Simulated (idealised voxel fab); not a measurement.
process module | voxel self aligned vias
cross-section cut | 160 nm wide | cells 5 nm
A cross-section is a grid of square cells, given in bands from the top down. A band is one or more rows of cells.
Each band's line starts with the height of the band's top and of its bottom, in nm. Then come its materials from left to right, each with its width in nm. One material with "throughout" fills the band from edge to edge. "air" is empty space.
Height 0 is the level under which the wafer as received is all one material. The lowest band goes on downwards, as in "0 down".
A width such as "30 to 40" changes by the same amount from each row of cells to the next, from the band's top row to its bottom row.
"no change" after a step means that no cell of the cross-section changed.
closed voids: empty space of 8 cells or more with no open way to the top, each as width x height at its distance from the left edge, in nm
after a step's settings: what the simulator itself notes on the step
overlay nm, on a step with a mask: how far to the right of its planned place the mask lay; to the left if negative
plan
1 op RECEIVE | material Si
2 op CONFORMAL_DEP | material SiO2 | thk nm 15
3 op CONFORMAL_DEP | material SiCN | thk nm 5
4 op DIRECTIONAL_DEP | material lowk | thk nm 20
5 op MASKED_ETCH | tone open | mask id LINES | width nm 20 | pitch nm 45 | etch materials lowk | depth nm 20 | overlay nm 0
6 op CONFORMAL_DEP | material TiN | thk nm 5
7 op FILL_DEP | material W | thk nm 5
8 op CMP | height nm 40
9 op SELECTIVE_ETCH | etch materials W Ru TiN | depth nm 10
10 op FILL_DEP | material SiN | thk nm 5
11 op CMP | height nm 40
12 op DIRECTIONAL_DEP | material lowk | thk nm 15
13 op PATTERN | tone open | mask id VIAS | material resist | width nm 20 | pitch nm 45 | thk nm 20 | overlay nm 0
14 op DIRECTIONAL_ETCH | etch materials lowk | depth nm 15
15 op DIRECTIONAL_ETCH | etch materials SiN | depth nm 10
16 op STRIP | etch materials resist
17 op CONFORMAL_DEP | material TiN | thk nm 5
18 op FILL_DEP | material Ru | thk nm 5
19 op CMP | height nm 55
20 op CONFORMAL_DEP | material SiN | thk nm 5
varied across the wafers: width nm of step 13. The plan shows the first wafer's value. All wafers start alike
first wafer as received, after step 1
  0 down: Si throughout
  closed voids: none
each wafer at the end: cells of each material gained (+) or lost (-) since it was received, then its closed voids
width nm 20 | +16 Ru | +32 SiCN | +32 SiN | +96 SiO2 | +36 TiN | +4 W | +168 lowk | closed voids: none
width nm 25 | +20 Ru | +32 SiCN | +32 SiN | +96 SiO2 | +38 TiN | +4 W | +162 lowk | closed voids: none
width nm 30 | +24 Ru | +32 SiCN | +32 SiN | +96 SiO2 | +40 TiN | +4 W | +156 lowk | closed voids: none
